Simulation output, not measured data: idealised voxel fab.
process module | voxel air gaps
We display cut, a cross-section 250 nm in width whose square cells are each 5 nm.
Throughout this document, each cross-section is represented as a grid of square cells and is presented as a sequence of bands enumerated from the top downward, where a band comprises one or more rows of cells.
The band entry comprises the height of the band's top followed by the height of its bottom, expressed in nm, and subsequently the band's materials from left to right, each stated together with its width in nm. Where a single material is marked with the word "all across", that material fills the band from edge to edge. The word "blank" represents empty space.
Heights are reckoned from 0. Under this level, the received wafer is all of one material. The bottommost band is open-ended downward, for example "z 0 and below".
The two numbers in a width such as "30 to 40" mark its ends across the band: the first belongs to the top row of cells, the second to the bottom row, and from each row to the next the width moves by the same amount.
The cross-section has no changed cell in any step marked "no modification".
The entry titled "Enclosed empty spaces" provides the empty spaces that have no open way to the top, restricted to those of 8 cells or more. Each is presented as width x height at distance, the distance being measured from the left edge, with all three in nm.
Where a step's line continues beyond its settings, the continuation is a remark by the simulator itself on that step.
Steps that use a mask can have "overlay nm" on their line. It says how far the mask sat to the right of where it was meant to be. Negative means to the left.
## Steps in the process plan
1 RECEIVE,material Si
2 CONFORMAL_DEP,material SiO2,thk nm 10
3 CONFORMAL_DEP,material SiN,thk nm 5
4 DIRECTIONAL_DEP,material lowk,thk nm 30
5 DIRECTIONAL_DEP,material aC,thk nm 15
6 PATTERN,tone open,mask id LINES,material resist,width nm 15,pitch nm 40,thk nm 35,overlay nm 0
7 DIRECTIONAL_ETCH,etch materials aC,depth nm 15
8 STRIP,etch materials resist
9 DIRECTIONAL_ETCH,etch materials lowk,depth nm 30
10 STRIP,etch materials aC
11 CONFORMAL_DEP,material TiN,thk nm 5
12 FILL_DEP,material Cu,thk nm 5
13 CMP,height nm 45
14 EPI,material Ru,thk nm 10
15 SELECTIVE_ETCH,etch materials lowk,depth nm 40
16 CONFORMAL_DEP,material SiN,thk nm 5
## Incoming wafer in cross-section (state: after step 1)
z 0 and below  Si all across
Enclosed empty spaces: none
## Run as planned - first of the two wafers cross-sectioned at the end of the module
z 60 to 55  40 nm blank / 165 nm SiN / 45 nm blank
z 55 to 45  40 nm blank / 5 nm SiN / 35 nm Ru / 5 nm SiN / 35 nm Ru / 5 nm SiN / 35 nm Ru / 5 nm SiN / 35 nm Ru / 5 nm SiN / 45 nm blank
z 45 to 40  40 nm blank / 15 nm SiN / 5 nm TiN / 5 nm Cu / 5 nm TiN / 25 nm SiN / 5 nm TiN / 5 nm Cu / 5 nm TiN / 25 nm SiN / 5 nm TiN / 5 nm Cu / 5 nm TiN / 25 nm SiN / 5 nm TiN / 5 nm Cu / 5 nm TiN / 15 nm SiN / 45 nm blank
z 40 to 20  50 nm blank / 5 nm SiN / 5 nm TiN / 5 nm Cu / 5 nm TiN / 5 nm SiN / 15 nm blank / 5 nm SiN / 5 nm TiN / 5 nm Cu / 5 nm TiN / 5 nm SiN / 15 nm blank / 5 nm SiN / 5 nm TiN / 5 nm Cu / 5 nm TiN / 5 nm SiN / 15 nm blank / 5 nm SiN / 5 nm TiN / 5 nm Cu / 5 nm TiN / 5 nm SiN / 55 nm blank
z 20 to 15  55 nm SiN / 15 nm TiN / 25 nm SiN / 15 nm TiN / 25 nm SiN / 15 nm TiN / 25 nm SiN / 15 nm TiN / 60 nm SiN
z 15 to 10  SiN all across
z 10 to 0  SiO2 all across
z 0 and below  Si all across
Enclosed empty spaces: 15 x 20 at 75; 15 x 20 at 115; 15 x 20 at 155
## This is the second of the two wafers, cross-sectioned at the end of the module; it started exactly like the first and was given the same plan, but it was run with one mistake
z 60 to 55  SiN all across
z 55 to 45  Ru all across
z 45 to 20  50 nm Cu / 5 nm TiN / 15 nm lowk / 5 nm TiN / 15 nm Cu / 5 nm TiN / 15 nm lowk / 5 nm TiN / 15 nm Cu / 5 nm TiN / 15 nm lowk / 5 nm TiN / 15 nm Cu / 5 nm TiN / 15 nm lowk / 5 nm TiN / 55 nm Cu
z 20 to 15  55 nm TiN / 15 nm lowk / 25 nm TiN / 15 nm lowk / 25 nm TiN / 15 nm lowk / 25 nm TiN / 15 nm lowk / 60 nm TiN
z 15 to 10  SiN all across
z 10 to 0  SiO2 all across
z 0 and below  Si all across
Enclosed empty spaces: none
Finding, execution versus plan: step 6 was not run as planned; what actually ran was PATTERN,tone cover,mask id LINES,material resist,width nm 15,pitch nm 40,thk nm 35,overlay nm 0
The closing comparison, in cells, has the second wafer with more or fewer of some materials than the first: 130 more of Cu | 44 more of Ru | 84 fewer of SiN | 26 more of TiN | 72 more of lowk
Final closed voids: first wafer 3, second wafer 0.
